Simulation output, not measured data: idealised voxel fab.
voxel air gaps: a process module
FYI the section here is cut, 290 nm wide, cells are 5 nm squares.
Square cells in a grid make up a cross-section in this document, and the grid is given as bands, listed from the top down, each one or more rows of cells.
Band entry format. Leading values: height of top, height of bottom, nm. Remainder: materials in left-to-right order, each with its width in nm. Special words: "throughout" on a single material, which then fills the band edge to edge; "air", empty space.
Below 0: as-received wafer, all one material; heights counted from there. Lowest band: no bottom, goes on down, written "z 0 and below".
A width such as "30->40" changes by the same amount from each row of cells to the next, from the band's top row to its bottom row.
Reading "no alteration" for a step: not a cell of the cross-section changed in it.
The entry titled "Enclosed internal voids" provides the empty spaces that have no open way to the top, restricted to those of 8 cells or more. Each is presented as width x height at distance, the distance being measured from the left edge, with all three in nm.
Read whatever lies past the settings on a step's line as the simulator's own remark about the step.
"overlay nm" on a masked step: distance the mask lay right of its planned place, negative for left.

[Set out below are the planned steps of the process]
| 1 | RECEIVE: material Si |
| 2 | CONFORMAL_DEP: material SiO2, thk nm 15 |
| 3 | CONFORMAL_DEP: material SiN, thk nm 5 |
| 4 | DIRECTIONAL_DEP: material SiO2, thk nm 40 |
| 5 | PATTERN: tone open, mask id LINES, material resist, width nm 25, pitch nm 50, thk nm 15, overlay nm 0 |
| 6 | DIRECTIONAL_ETCH: etch materials SiO2, depth nm 40 |
| 7 | STRIP: etch materials resist |
| 8 | CONFORMAL_DEP: material TiN, thk nm 5 |
| 9 | FILL_DEP: material Ru, thk nm 5 |
| 10 | CMP: height nm 60 |
| 11 | EPI: material Ru, thk nm 10 |
| 12 | SELECTIVE_ETCH: etch materials SiO2, depth nm 50 |
| 13 | CONFORMAL_DEP: material SiCN, thk nm 5 |

[Incoming wafer in cross-section (state: after step 1)]
  z 0 and below  Si throughout
  Enclosed internal voids: none

[Module complete - cross-section of the first of two wafers, run according to plan]
  z 75 to 70  65 of air  155 of SiCN  70 of air
  z 70 to 60  65 of air  5 of SiCN  45 of Ru  5 of SiCN  45 of Ru  5 of SiCN  45 of Ru  5 of SiCN  70 of air
  z 60 to 55  65 of air  15 of SiCN  5 of TiN  15 of Ru  5 of TiN  25 of SiCN  5 of TiN  15 of Ru  5 of TiN  25 of SiCN  5 of TiN  15 of Ru  5 of TiN  15 of SiCN  70 of air
  z 55 to 25  75 of air  5 of SiCN  5 of TiN  15 of Ru  5 of TiN  5 of SiCN  15 of air  5 of SiCN  5 of TiN  15 of Ru  5 of TiN  5 of SiCN  15 of air  5 of SiCN  5 of TiN  15 of Ru  5 of TiN  5 of SiCN  80 of air
  z 25 to 20  80 of SiCN  25 of TiN  25 of SiCN  25 of TiN  25 of SiCN  25 of TiN  85 of SiCN
  z 20 to 15  SiN throughout
  z 15 to 0  SiO2 throughout
  z 0 and below  Si throughout
  Enclosed internal voids: 15 x 30 at 110; 15 x 30 at 160

[Second wafer through the module, sectioned at the end: same beginning and same plan as the first wafer, with one mistake in carrying it out]
  z 75 to 70  65 of air  160 of SiCN  65 of air
  z 70 to 60  65 of air  5 of SiCN  150 of Ru  5 of SiCN  65 of air
  z 60 to 55  65 of air  15 of SiCN  5 of TiN  20 of Ru  5 of TiN  20 of SiO2  5 of TiN  20 of Ru  5 of TiN  20 of SiO2  5 of TiN  20 of Ru  5 of TiN  15 of SiCN  65 of air
  z 55 to 25  75 of air  5 of SiCN  5 of TiN  20 of Ru  5 of TiN  20 of SiO2  5 of TiN  20 of Ru  5 of TiN  20 of SiO2  5 of TiN  20 of Ru  5 of TiN  5 of SiCN  75 of air
  z 25 to 20  80 of SiCN  30 of TiN  20 of SiO2  30 of TiN  20 of SiO2  30 of TiN  80 of SiCN
  z 20 to 15  SiN throughout
  z 15 to 0  SiO2 throughout
  z 0 and below  Si throughout
  Enclosed internal voids: none
What broke from the plan during processing? step 5 deviated from plan and actually ran as PATTERN: tone open, mask id LINES, material resist, width nm 30, pitch nm 50, thk nm 15, overlay nm 0
Count the cells at the end and the second wafer has more or fewer of some materials than the first: +27 Ru | -48 SiCN | +64 SiO2 | +3 TiN
On completion, 0 closed voids are found in the second wafer, whereas the first wafer has 2.
